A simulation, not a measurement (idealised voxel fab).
process module | voxel capacitor over wiring
cross-section cut | 205 nm wide | cells 5 nm
A cross-section is a grid of square cells, given in bands from the top down. A band is one or more rows of cells.
Each band's line starts with the height of the band's top and of its bottom, in nm. Then come its materials from left to right, each with its width in nm. One material with "throughout" fills the band from edge to edge. "air" is empty space.
Height 0 is the level under which the wafer as received is all one material. The lowest band goes on downwards, as in "0 down".
A width such as "30 to 40" changes by the same amount from each row of cells to the next, from the band's top row to its bottom row.
"no change" after a step means that no cell of the cross-section changed.
closed voids: empty space of 8 cells or more with no open way to the top, each as width x height at its distance from the left edge, in nm
after a step's settings: what the simulator itself notes on the step
overlay nm, on a step with a mask: how far to the right of its planned place the mask lay; to the left if negative
plan
1 op RECEIVE | material Si
2 op CONFORMAL_DEP | material SiO2 | thk nm 10
3 op CONFORMAL_DEP | material SiN | thk nm 5
4 op DIRECTIONAL_DEP | material lowk | thk nm 20
5 op DIRECTIONAL_DEP | material aC | thk nm 10
6 op PATTERN | tone open | mask id METAL_1 | material resist | width nm 20 | pitch nm 70 | thk nm 25 | overlay nm 0
7 op DIRECTIONAL_ETCH | etch materials aC | depth nm 10
8 op STRIP | etch materials resist
9 op DIRECTIONAL_ETCH | etch materials lowk | depth nm 20
10 op DIRECTIONAL_ETCH | etch materials SiN | depth nm 5
11 op STRIP | etch materials aC
12 op CONFORMAL_DEP | material TiN | thk nm 5
13 op FILL_DEP | material Cu | thk nm 10
14 op CMP | height nm 35
15 op CONFORMAL_DEP | material SiCN | thk nm 5
16 op DIRECTIONAL_DEP | material SiO2 | thk nm 15
17 op DIRECTIONAL_DEP | material aC | thk nm 15
18 op PATTERN | tone open | mask id PLUG_1 | material resist | width nm 15 | thk nm 30 | overlay nm 0
19 op DIRECTIONAL_ETCH | etch materials aC | depth nm 15
20 op STRIP | etch materials resist
21 op DIRECTIONAL_ETCH | etch materials SiO2 | depth nm 15
22 op DIRECTIONAL_ETCH | etch materials SiCN | depth nm 5
23 op STRIP | etch materials aC
24 op EPI | material Ru | thk nm 10
25 op EPI | material Ru | thk nm 10
26 op DIRECTIONAL_DEP | material TiN | thk nm 10
27 op DIRECTIONAL_DEP | material SiN | thk nm 5
28 op DIRECTIONAL_DEP | material TiN | thk nm 10
29 op DIRECTIONAL_DEP | material aC | thk nm 15
30 op PATTERN | tone cover | mask id UPPER_PLATE | material resist | width nm 55 | thk nm 35 | overlay nm 0
31 op DIRECTIONAL_ETCH | etch materials aC | depth nm 15
32 op STRIP | etch materials resist
33 op DIRECTIONAL_ETCH | etch materials TiN | depth nm 10
34 op DIRECTIONAL_ETCH | etch materials SiN | depth nm 5
35 op STRIP | etch materials aC
36 op MASKED_ETCH | tone cover | mask id LOWER_PLATE | width nm 65 | etch materials TiN | depth nm 10 | overlay nm 0
37 op FILL_DEP | material SiO2 | thk nm 20
38 op CMP | height nm 95
39 op MASKED_ETCH | tone open | mask id PLUG_2 | width nm 15 | etch materials SiO2 | depth nm 15 | overlay nm 0
40 op CONFORMAL_DEP | material TiN | thk nm 5
41 op FILL_DEP | material Cu | thk nm 5
42 op CMP | height nm 95
43 op CONFORMAL_DEP | material SiCN | thk nm 5
first wafer, as planned
as received, after step 1
  0 down: Si throughout
  closed voids: none
after step 2
  10 to 0: SiO2 throughout
  below 0: unchanged
after step 3
  15 to 10: SiN throughout
  below 10: unchanged
after step 4
  35 to 15: lowk throughout
  below 15: unchanged
after step 5
  45 to 35: aC throughout
  below 35: unchanged
after step 6
  70 to 45: resist 55 | air 20 | resist 50 | air 20 | resist 60
  below 45: unchanged
after step 7
  60 to 45: resist 55 | air 20 | resist 50 | air 20 | resist 60
  45 to 35: aC 55 | air 20 | aC 50 | air 20 | aC 60
  below 35: unchanged
after step 8
  45 to 35: aC 55 | air 20 | aC 50 | air 20 | aC 60
  below 35: unchanged
after step 9
  45 to 35: aC 55 | air 20 | aC 50 | air 20 | aC 60
  35 to 15: lowk 55 | air 20 | lowk 50 | air 20 | lowk 60
  below 15: unchanged
after step 10
  45 to 35: aC 55 | air 20 | aC 50 | air 20 | aC 60
  35 to 15: lowk 55 | air 20 | lowk 50 | air 20 | lowk 60
  15 to 10: SiN 55 | air 20 | SiN 50 | air 20 | SiN 60
  below 10: unchanged
after step 11
  35 to 15: lowk 55 | air 20 | lowk 50 | air 20 | lowk 60
  below 15: unchanged
after step 12
  40 to 35: TiN 60 | air 10 | TiN 60 | air 10 | TiN 65
  35 to 15: lowk 55 | TiN 5 | air 10 | TiN 5 | lowk 50 | TiN 5 | air 10 | TiN 5 | lowk 60
  15 to 10: SiN 55 | TiN 20 | SiN 50 | TiN 20 | SiN 60
  below 10: unchanged
after step 13
  50 to 40: Cu throughout
  40 to 35: TiN 60 | Cu 10 | TiN 60 | Cu 10 | TiN 65
  35 to 15: lowk 55 | TiN 5 | Cu 10 | TiN 5 | lowk 50 | TiN 5 | Cu 10 | TiN 5 | lowk 60
  below 15: unchanged
after step 14
  35 to 15: lowk 55 | TiN 5 | Cu 10 | TiN 5 | lowk 50 | TiN 5 | Cu 10 | TiN 5 | lowk 60
  below 15: unchanged
after step 15
  40 to 35: SiCN throughout
  below 35: unchanged
after step 16
  55 to 40: SiO2 throughout
  below 40: unchanged
after step 17
  70 to 55: aC throughout
  below 55: unchanged
after step 18
  100 to 70: resist 60 | air 15 | resist 130
  below 70: unchanged
after step 19
  85 to 70: resist 60 | air 15 | resist 130
  70 to 55: aC 60 | air 15 | aC 130
  below 55: unchanged
after step 20
  70 to 55: aC 60 | air 15 | aC 130
  below 55: unchanged
after step 21
  70 to 55: aC 60 | air 15 | aC 130
  55 to 40: SiO2 60 | air 15 | SiO2 130
  below 40: unchanged
after step 22
  70 to 55: aC 60 | air 15 | aC 130
  55 to 40: SiO2 60 | air 15 | SiO2 130
  40 to 35: SiCN 60 | air 15 | SiCN 130
  below 35: unchanged
after step 23
  55 to 40: SiO2 60 | air 15 | SiO2 130
  below 40: unchanged
after step 24
  55 to 45: SiO2 60 | air 15 | SiO2 130
  45 to 40: SiO2 60 | Ru 15 | SiO2 130
  40 to 35: SiCN 60 | Ru 15 | SiCN 130
  below 35: unchanged
after step 25
  55 to 40: SiO2 60 | Ru 15 | SiO2 130
  below 40: unchanged
after step 26
  65 to 55: TiN throughout
  below 55: unchanged
after step 27
  70 to 65: SiN throughout
  below 65: unchanged
after step 28
  80 to 70: TiN throughout
  below 70: unchanged
after step 29
  95 to 80: aC throughout
  below 80: unchanged
after step 30
  130 to 95: air 60 | resist 55 | air 90
  below 95: unchanged
after step 31
  115 to 95: air 60 | resist 55 | air 90
  95 to 80: air 60 | aC 55 | air 90
  below 80: unchanged
after step 32
  95 to 80: air 60 | aC 55 | air 90
  below 80: unchanged
after step 33
  95 to 80: air 60 | aC 55 | air 90
  80 to 70: air 60 | TiN 55 | air 90
  below 70: unchanged
after step 34
  95 to 80: air 60 | aC 55 | air 90
  80 to 70: air 60 | TiN 55 | air 90
  70 to 65: air 60 | SiN 55 | air 90
  below 65: unchanged
after step 35
  80 to 70: air 60 | TiN 55 | air 90
  below 70: unchanged
after step 36
  80 to 70: air 60 | TiN 55 | air 90
  70 to 65: air 60 | SiN 55 | air 90
  65 to 55: air 55 | TiN 65 | air 85
  below 55: unchanged
after step 37
  100 to 80: SiO2 throughout
  80 to 70: SiO2 60 | TiN 55 | SiO2 90
  70 to 65: SiO2 60 | SiN 55 | SiO2 90
  65 to 55: SiO2 55 | TiN 65 | SiO2 85
  below 55: unchanged
after step 38
  95 to 80: SiO2 throughout
  below 80: unchanged
after step 39
  95 to 80: SiO2 70 | air 15 | SiO2 120
  below 80: unchanged
after step 40
  100 to 95: TiN 75 | air 5 | TiN 125
  95 to 85: SiO2 70 | TiN 5 | air 5 | TiN 5 | SiO2 120
  85 to 80: SiO2 70 | TiN 15 | SiO2 120
  below 80: unchanged
after step 41
  105 to 100: Cu throughout
  100 to 95: TiN 75 | Cu 5 | TiN 125
  95 to 85: SiO2 70 | TiN 5 | Cu 5 | TiN 5 | SiO2 120
  below 85: unchanged
after step 42
  95 to 85: SiO2 70 | TiN 5 | Cu 5 | TiN 5 | SiO2 120
  below 85: unchanged
after step 43
  100 to 95: SiCN throughout
  below 95: unchanged
second wafer: like start, like plan, one mistake. Through step 23 it matches the first wafer
when step 25 should have ended
  65 to 55: air 50 | Ru 35 | air 120
  55 to 40: SiO2 60 | Ru 15 | SiO2 130
  40 to 35: SiCN 60 | Ru 15 | SiCN 130
  below 35: unchanged
when step 26 should have ended
  75 to 65: air 50 | TiN 35 | air 120
  65 to 55: TiN 50 | Ru 35 | TiN 120
  below 55: unchanged
when step 27 should have ended
  80 to 75: air 50 | SiN 35 | air 120
  75 to 70: air 50 | TiN 35 | air 120
  70 to 65: SiN 50 | TiN 35 | SiN 120
  below 65: unchanged
when step 28 should have ended
  90 to 80: air 50 | TiN 35 | air 120
  80 to 75: TiN 50 | SiN 35 | TiN 120
  75 to 70: TiN throughout
  below 70: unchanged
when step 29 should have ended
  105 to 95: air 50 | aC 35 | air 120
  95 to 90: aC throughout
  90 to 80: aC 50 | TiN 35 | aC 120
  below 80: unchanged
when step 30 should have ended
  140 to 105: air 60 | resist 55 | air 90
  105 to 95: air 50 | aC 35 | resist 30 | air 90
  below 95: unchanged
when step 31 should have ended
  125 to 105: air 60 | resist 55 | air 90
  105 to 95: air 60 | aC 25 | resist 30 | air 90
  95 to 90: air 60 | aC 55 | air 90
  90 to 80: air 50 | TiN 35 | aC 30 | air 90
  below 80: unchanged
when step 32 should have ended
  105 to 95: air 60 | aC 25 | air 120
  below 95: unchanged
when step 33 should have ended
  105 to 95: air 60 | aC 25 | air 120
  95 to 90: air 60 | aC 55 | air 90
  90 to 80: air 60 | TiN 25 | aC 30 | air 90
  80 to 75: air 50 | SiN 35 | TiN 30 | air 90
  75 to 70: air 50 | TiN 65 | air 90
  below 70: unchanged
when step 34 should have ended
  105 to 95: air 60 | aC 25 | air 120
  95 to 90: air 60 | aC 55 | air 90
  90 to 80: air 60 | TiN 25 | aC 30 | air 90
  80 to 75: air 60 | SiN 25 | TiN 30 | air 90
  75 to 70: air 50 | TiN 65 | air 90
  70 to 65: air 50 | TiN 35 | SiN 30 | air 90
  below 65: unchanged
when step 35 should have ended
  90 to 80: air 60 | TiN 25 | air 120
  below 80: unchanged
when step 36 should have ended
  90 to 80: air 60 | TiN 25 | air 120
  80 to 75: air 60 | SiN 25 | TiN 30 | air 90
  75 to 70: air 55 | TiN 60 | air 90
  70 to 65: air 55 | TiN 30 | SiN 30 | air 90
  65 to 55: air 50 | Ru 35 | TiN 35 | air 85
  below 55: unchanged
when step 37 should have ended
  110 to 90: SiO2 throughout
  90 to 80: SiO2 60 | TiN 25 | SiO2 120
  80 to 75: SiO2 60 | SiN 25 | TiN 30 | SiO2 90
  75 to 70: SiO2 55 | TiN 60 | SiO2 90
  70 to 65: SiO2 55 | TiN 30 | SiN 30 | SiO2 90
  65 to 55: SiO2 50 | Ru 35 | TiN 35 | SiO2 85
  below 55: unchanged
when step 38 should have ended
  95 to 90: SiO2 throughout
  below 90: unchanged
when step 39 should have ended
  95 to 90: SiO2 70 | air 15 | SiO2 120
  below 90: unchanged
when step 40 should have ended
  100 to 95: TiN 75 | air 5 | TiN 125
  95 to 90: SiO2 70 | TiN 15 | SiO2 120
  below 90: unchanged
when step 41 should have ended
  105 to 100: Cu throughout
  100 to 95: TiN 75 | Cu 5 | TiN 125
  below 95: unchanged
when step 42 should have ended
  95 to 90: SiO2 70 | TiN 15 | SiO2 120
  below 90: unchanged
when step 43 should have ended
  100 to 95: SiCN throughout
  below 95: unchanged
what went wrong: one of the steps 24 and 25, which are alike, was run twice
at the end the second wafer has, in cells: 2 fewer of Cu | 14 more of Ru | 8 fewer of SiO2 | 4 fewer of TiN
